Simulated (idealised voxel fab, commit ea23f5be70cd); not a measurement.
process module | voxel transistor to metal
Displayed cross-section: cut, width of 205 nm, square cells sized 5 nm.
Cross-section spec: square-cell grid; bands listed top down; each band is one or more rows.
Basically the band line says how high the top is and how high the bottom is, in nm, and then what's in it from left to right, every material with its width in nm. Empty space shows up as "empty", and if a single material carries "full width" it runs the full band edge to edge.
For the purposes of this specification, 0 denotes the height below which the wafer in its as-received condition is composed wholly of one material, and the lowermost band, lacking a lower limit, extends downward without end, as expressed in "from 0 down".
The notation "30..40" denotes a width that varies across the rows of cells in the band, beginning at the first number in the top row, finishing at the second number in the bottom row, and changing by an identical amount from each row to the next.
"no alterations made", as given for a step, is the statement that not any cell of the cross-section underwent a change during that step.
If an empty space has no open way to the top and is at least 8 cells in size, "Closed voids list" lists it, written width x height at distance, where distance is measured from the left edge and every value is in nm.
Note: text after step settings on the step line = simulator remark on that step.
overlay nm, on a step with a mask: how far to the right of its planned place the mask lay; to the left if negative

Planned process steps
step 1: RECEIVE: material Si
step 2: OXIDIZE: depth nm 5
step 3: CONFORMAL_DEP: material SiN, thk nm 10
step 4: PATTERN: tone cover, mask id ACTIVE, material resist, width nm 110, thk nm 15, overlay nm 0
step 5: DIRECTIONAL_ETCH: etch materials SiN, depth nm 10
step 6: DIRECTIONAL_ETCH: etch materials SiO2, depth nm 5
step 7: DIRECTIONAL_ETCH: etch materials Si, depth nm 35
step 8: STRIP: etch materials resist
step 9: OXIDIZE: depth nm 5
step 10: FILL_DEP: material SiO2, thk nm 15
step 11: CMP: height nm 10
step 12: SELECTIVE_ETCH: etch materials SiO2, depth nm 10
step 13: STRIP: etch materials SiN
step 14: SELECTIVE_ETCH: etch materials SiO2, depth nm 5
step 15: OXIDIZE: depth nm 5
step 16: DIRECTIONAL_DEP: material polySi, thk nm 25
step 17: DIRECTIONAL_DEP: material SiCN, thk nm 15
step 18: MASKED_ETCH: tone cover, mask id GATE, width nm 20, etch materials SiCN, depth nm 25, overlay nm -5
step 19: MASKED_ETCH: tone cover, mask id GATE, width nm 20, etch materials polySi, depth nm 35, overlay nm 0
step 20: CONFORMAL_DEP: material SiN, thk nm 5
step 21: DIRECTIONAL_ETCH: etch materials SiN, depth nm 5
step 22: DIRECTIONAL_ETCH: etch materials SiO2, depth nm 5
step 23: DIRECTIONAL_ETCH: etch materials Si, depth nm 5
step 24: EPI: material pSi, thk nm 10
step 25: FILL_DEP: material SiO2, thk nm 10
step 26: CMP: height nm 35
step 27: DIRECTIONAL_DEP: material SiO2, thk nm 10
step 28: DIRECTIONAL_DEP: material aC, thk nm 15
step 29: PATTERN: tone open, mask id CONTACT, material resist, width nm 15, pitch nm 75, thk nm 30, overlay nm 0
step 30: DIRECTIONAL_ETCH: etch materials aC, depth nm 15
step 31: STRIP: etch materials resist
step 32: DIRECTIONAL_ETCH: etch materials SiO2, depth nm 50
step 33: STRIP: etch materials aC
step 34: CONFORMAL_DEP: material TiN, thk nm 5
step 35: FILL_DEP: material W, thk nm 5
step 36: CMP: height nm 45
step 37: DIRECTIONAL_DEP: material TiN, thk nm 5
step 38: DIRECTIONAL_DEP: material W, thk nm 25
step 39: PATTERN: tone cover, mask id METAL_1, material resist, width nm 15, pitch nm 75, thk nm 15, overlay nm 0
step 40: DIRECTIONAL_ETCH: etch materials W, depth nm 25
step 41: DIRECTIONAL_ETCH: etch materials TiN, depth nm 5
step 42: STRIP: etch materials resist
step 43: FILL_DEP: material lowk, thk nm 10
step 44: CMP: height nm 75
step 45: CONFORMAL_DEP: material SiCN, thk nm 5
step 46: DIRECTIONAL_DEP: material lowk, thk nm 35
step 47: MASKED_ETCH: tone open, mask id METAL_2, width nm 15, pitch nm 75, etch materials lowk, depth nm 20, overlay nm 0
step 48: MASKED_ETCH: tone open, mask id METAL_2_HOLES, width nm 15, pitch nm 75, etch materials lowk, depth nm 15, overlay nm 0
step 49: MASKED_ETCH: tone open, mask id METAL_2_HOLES, width nm 15, pitch nm 75, etch materials SiCN, depth nm 5, overlay nm 0
step 50: CONFORMAL_DEP: material TiN, thk nm 5
step 51: FILL_DEP: material Cu, thk nm 5
step 52: CMP: height nm 115
step 53: CONFORMAL_DEP: material SiN, thk nm 5
For clarity, it should be stated that the wafers under discussion commence in an identical condition and differ with respect to the overlay nm of step 18, the plan indicating the value that the first wafer had.

Cross-section of the first of several wafers as received (after step 1)
    from 0 down  Si full width
    Closed voids list: none

The first of several wafers, seen in cross-section after the module's last step, step 53
    from 120 to 115  SiN full width
    from 115 to 80  lowk=55, TiN=5, Cu=5, TiN=5, lowk=60, TiN=5, Cu=5, TiN=5, lowk=60
    from 80 to 75  SiCN=55, TiN=15, SiCN=60, TiN=15, SiCN=60
    from 75 to 50  lowk=55, W=15, lowk=60, W=15, lowk=60
    from 50 to 45  lowk=55, TiN=15, lowk=60, TiN=15, lowk=60
    from 45 to 35  SiO2=55, TiN=5, W=5, TiN=5, SiO2=60, TiN=5, W=5, TiN=5, SiO2=60
    from 35 to 20  SiO2=55, TiN=5, W=5, TiN=5, SiO2=10, SiN=5, SiCN=20, SiN=5, SiO2=20, TiN=5, W=5, TiN=5, SiO2=60
    from 20 to 0  SiO2=55, TiN=5, W=5, TiN=5, SiO2=10, SiN=5, polySi=25, SiN=5, SiO2=15, TiN=5, W=5, TiN=5, SiO2=60
    from 0 to -5  SiO2=55, TiN=15, pSi=10, SiN=5, polySi=25, SiN=5, pSi=10, SiO2=5, TiN=15, SiO2=60
    from -5 to -10  SiO2=45, pSi=35, SiO2=35, pSi=40, SiO2=50
    from -10 to -15  SiO2=50, pSi=30, Si=35, pSi=35, SiO2=55
    from -15 to -45  SiO2=50, Si=100, SiO2=55
    from -45 down  Si full width
    Closed voids list: none

The module's end: a cross-section of the last wafer
    from 120 to 115  SiN full width
    from 115 to 80  lowk=55, TiN=5, Cu=5, TiN=5, lowk=60, TiN=5, Cu=5, TiN=5, lowk=60
    from 80 to 75  SiCN=55, TiN=15, SiCN=60, TiN=15, SiCN=60
    from 75 to 50  lowk=55, W=15, lowk=60, W=15, lowk=60
    from 50 to 45  lowk=55, TiN=15, lowk=60, TiN=15, lowk=60
    from 45 to 35  SiO2=55, TiN=5, W=5, TiN=5, SiO2=60, TiN=5, W=5, TiN=5, SiO2=60
    from 35 to 20  SiO2=55, TiN=5, W=5, TiN=5, SiO2=20, SiN=5, SiCN=20, SiN=5, SiO2=10, TiN=5, W=5, TiN=5, SiO2=60
    from 20 to 0  SiO2=55, TiN=5, W=5, TiN=5, SiO2=15, SiN=5, polySi=25, SiN=5, SiO2=10, TiN=5, W=5, TiN=5, SiO2=60
    from 0 to -5  SiO2=55, TiN=15, SiO2=5, pSi=10, SiN=5, polySi=25, SiN=5, pSi=10, TiN=15, SiO2=60
    from -5 to -10  SiO2=45, pSi=40, SiO2=35, pSi=35, SiO2=50
    from -10 to -15  SiO2=50, pSi=35, Si=35, pSi=30, SiO2=55
    from -15 to -45  SiO2=50, Si=100, SiO2=55
    from -45 down  Si full width
    Closed voids list: none

Per-wafer rows below. For each material: cells gained (+) or lost (-) since the wafer was received, as of end of module. Then: closed voids
overlay nm -5, +14 Cu, -242 Si, +47 SiCN, +57 SiN, +466 SiO2, +82 TiN, +48 W, +455 lowk, +32 pSi, +25 polySi, Closed voids list: none
overlay nm 0, +14 Cu, -243 Si, +47 SiCN, +57 SiN, +470 SiO2, +82 TiN, +48 W, +455 lowk, +34 pSi, +20 polySi, Closed voids list: none
overlay nm 5, +14 Cu, -242 Si, +47 SiCN, +57 SiN, +466 SiO2, +82 TiN, +48 W, +455 lowk, +32 pSi, +25 polySi, Closed voids list: none
